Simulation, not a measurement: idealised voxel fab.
process module | voxel gate over fins
cross-section cut | 150 nm wide | cells 5 nm
A cross-section is a grid of square cells, given in bands from the top down. A band is one or more rows of cells.
Each band's line starts with the height of the band's top and of its bottom, in nm. Then come its materials from left to right, each with its width in nm. One material with "throughout" fills the band from edge to edge. "air" is empty space.
Height 0 is the level under which the wafer as received is all one material. The lowest band goes on downwards, as in "0 down".
A width such as "30 to 40" changes by the same amount from each row of cells to the next, from the band's top row to its bottom row.
"no change" after a step means that no cell of the cross-section changed.
closed voids: empty space of 8 cells or more with no open way to the top, each as width x height at its distance from the left edge, in nm
after a step's settings: what the simulator itself notes on the step
overlay nm, on a step with a mask: how far to the right of its planned place the mask lay; to the left if negative
plan
1 op RECEIVE | material Si
2 op CONFORMAL_DEP | material SiN | thk nm 5
3 op DIRECTIONAL_DEP | material aC | thk nm 10
4 op PATTERN | tone cover | mask id FINS | material resist | width nm 15 | pitch nm 40 | thk nm 25 | overlay nm 0
5 op DIRECTIONAL_ETCH | etch materials aC | depth nm 10
6 op STRIP | etch materials resist
7 op DIRECTIONAL_ETCH | etch materials SiN | depth nm 5
8 op DIRECTIONAL_ETCH | etch materials Si | depth nm 30
9 op STRIP | etch materials aC
10 op FILL_DEP | material SiO2 | thk nm 10
11 op CMP | height nm 5
12 op SELECTIVE_ETCH | etch materials SiO2 | depth nm 15
13 op STRIP | etch materials SiN
14 op CONFORMAL_DEP | material HfO2 | thk nm 5
15 op CONFORMAL_DEP | material TiN | thk nm 5
16 op FILL_DEP | material W | thk nm 10
17 op CMP | height nm 15
18 op CONFORMAL_DEP | material SiN | thk nm 5
first wafer, as planned
as received, after step 1
  0 down: Si throughout
  closed voids: none
after step 2
  5 to 0: SiN throughout
  below 0: unchanged
after step 3
  15 to 5: aC throughout
  below 5: unchanged
after step 4
  40 to 15: air 45 | resist 15 | air 25 | resist 15 | air 50
  below 15: unchanged
after step 5
  30 to 15: air 45 | resist 15 | air 25 | resist 15 | air 50
  15 to 5: air 45 | aC 15 | air 25 | aC 15 | air 50
  below 5: unchanged
after step 6
  15 to 5: air 45 | aC 15 | air 25 | aC 15 | air 50
  below 5: unchanged
after step 7
  15 to 5: air 45 | aC 15 | air 25 | aC 15 | air 50
  5 to 0: air 45 | SiN 15 | air 25 | SiN 15 | air 50
  below 0: unchanged
after step 8
  15 to 5: air 45 | aC 15 | air 25 | aC 15 | air 50
  5 to 0: air 45 | SiN 15 | air 25 | SiN 15 | air 50
  0 to -30: air 45 | Si 15 | air 25 | Si 15 | air 50
  below -30: unchanged
after step 9
  5 to 0: air 45 | SiN 15 | air 25 | SiN 15 | air 50
  below 0: unchanged
after step 10
  15 to 5: SiO2 throughout
  5 to 0: SiO2 45 | SiN 15 | SiO2 25 | SiN 15 | SiO2 50
  0 to -30: SiO2 45 | Si 15 | SiO2 25 | Si 15 | SiO2 50
  below -30: unchanged
after step 11
  5 to 0: SiO2 45 | SiN 15 | SiO2 25 | SiN 15 | SiO2 50
  below 0: unchanged
after step 12
  5 to 0: air 45 | SiN 15 | air 25 | SiN 15 | air 50
  0 to -10: air 45 | Si 15 | air 25 | Si 15 | air 50
  below -10: unchanged
after step 13
  0 to -10: air 45 | Si 15 | air 25 | Si 15 | air 50
  below -10: unchanged
after step 14
  5 to 0: air 40 | HfO2 25 | air 15 | HfO2 25 | air 45
  0 to -5: air 40 | HfO2 5 | Si 15 | HfO2 5 | air 15 | HfO2 5 | Si 15 | HfO2 5 | air 45
  -5 to -10: HfO2 45 | Si 15 | HfO2 25 | Si 15 | HfO2 50
  below -10: unchanged
after step 15
  10 to 5: air 35 | TiN 35 | air 5 | TiN 35 | air 40
  5 to 0: air 35 | TiN 5 | HfO2 25 | TiN 5 | air 5 | TiN 5 | HfO2 25 | TiN 5 | air 40
  0 to -5: TiN 40 | HfO2 5 | Si 15 | HfO2 5 | TiN 15 | HfO2 5 | Si 15 | HfO2 5 | TiN 45
  below -5: unchanged
after step 16
  20 to 10: W throughout
  10 to 5: W 35 | TiN 35 | W 5 | TiN 35 | W 40
  5 to 0: W 35 | TiN 5 | HfO2 25 | TiN 5 | W 5 | TiN 5 | HfO2 25 | TiN 5 | W 40
  below 0: unchanged
after step 17
  15 to 10: W throughout
  below 10: unchanged
after step 18
  20 to 15: SiN throughout
  below 15: unchanged
second wafer: like start, like plan, one mistake. Through step 3 it matches the first wafer
when step 4 should have ended
  40 to 15: air 45 | resist 20 | air 20 | resist 20 | air 45
  below 15: unchanged
when step 5 should have ended
  30 to 15: air 45 | resist 20 | air 20 | resist 20 | air 45
  15 to 5: air 45 | aC 20 | air 20 | aC 20 | air 45
  below 5: unchanged
when step 6 should have ended
  15 to 5: air 45 | aC 20 | air 20 | aC 20 | air 45
  below 5: unchanged
when step 7 should have ended
  15 to 5: air 45 | aC 20 | air 20 | aC 20 | air 45
  5 to 0: air 45 | SiN 20 | air 20 | SiN 20 | air 45
  below 0: unchanged
when step 8 should have ended
  15 to 5: air 45 | aC 20 | air 20 | aC 20 | air 45
  5 to 0: air 45 | SiN 20 | air 20 | SiN 20 | air 45
  0 to -30: air 45 | Si 20 | air 20 | Si 20 | air 45
  below -30: unchanged
when step 9 should have ended
  5 to 0: air 45 | SiN 20 | air 20 | SiN 20 | air 45
  below 0: unchanged
when step 10 should have ended
  15 to 5: SiO2 throughout
  5 to 0: SiO2 45 | SiN 20 | SiO2 20 | SiN 20 | SiO2 45
  0 to -30: SiO2 45 | Si 20 | SiO2 20 | Si 20 | SiO2 45
  below -30: unchanged
when step 11 should have ended
  5 to 0: SiO2 45 | SiN 20 | SiO2 20 | SiN 20 | SiO2 45
  below 0: unchanged
when step 12 should have ended
  5 to 0: air 45 | SiN 20 | air 20 | SiN 20 | air 45
  0 to -10: air 45 | Si 20 | air 20 | Si 20 | air 45
  below -10: unchanged
when step 13 should have ended
  0 to -10: air 45 | Si 20 | air 20 | Si 20 | air 45
  below -10: unchanged
when step 14 should have ended
  5 to 0: air 40 | HfO2 30 | air 10 | HfO2 30 | air 40
  0 to -5: air 40 | HfO2 5 | Si 20 | HfO2 5 | air 10 | HfO2 5 | Si 20 | HfO2 5 | air 40
  -5 to -10: HfO2 45 | Si 20 | HfO2 20 | Si 20 | HfO2 45
  below -10: unchanged
when step 15 should have ended
  10 to 5: air 35 | TiN 80 | air 35
  5 to 0: air 35 | TiN 5 | HfO2 30 | TiN 10 | HfO2 30 | TiN 5 | air 35
  0 to -5: TiN 40 | HfO2 5 | Si 20 | HfO2 5 | TiN 10 | HfO2 5 | Si 20 | HfO2 5 | TiN 40
  below -5: unchanged
when step 16 should have ended
  20 to 10: W throughout
  10 to 5: W 35 | TiN 80 | W 35
  5 to 0: W 35 | TiN 5 | HfO2 30 | TiN 10 | HfO2 30 | TiN 5 | W 35
  below 0: unchanged
when step 17 should have ended
  15 to 10: W throughout
  below 10: unchanged
when step 18 should have ended
  20 to 15: SiN throughout
  below 15: unchanged
what went wrong: step 4 ran as: op PATTERN | tone cover | mask id FINS | material resist | width nm 20 | pitch nm 40 | thk nm 25 | overlay nm 0
at the end the second wafer has, in cells: 12 more of Si | 8 fewer of SiO2 | 4 fewer of W
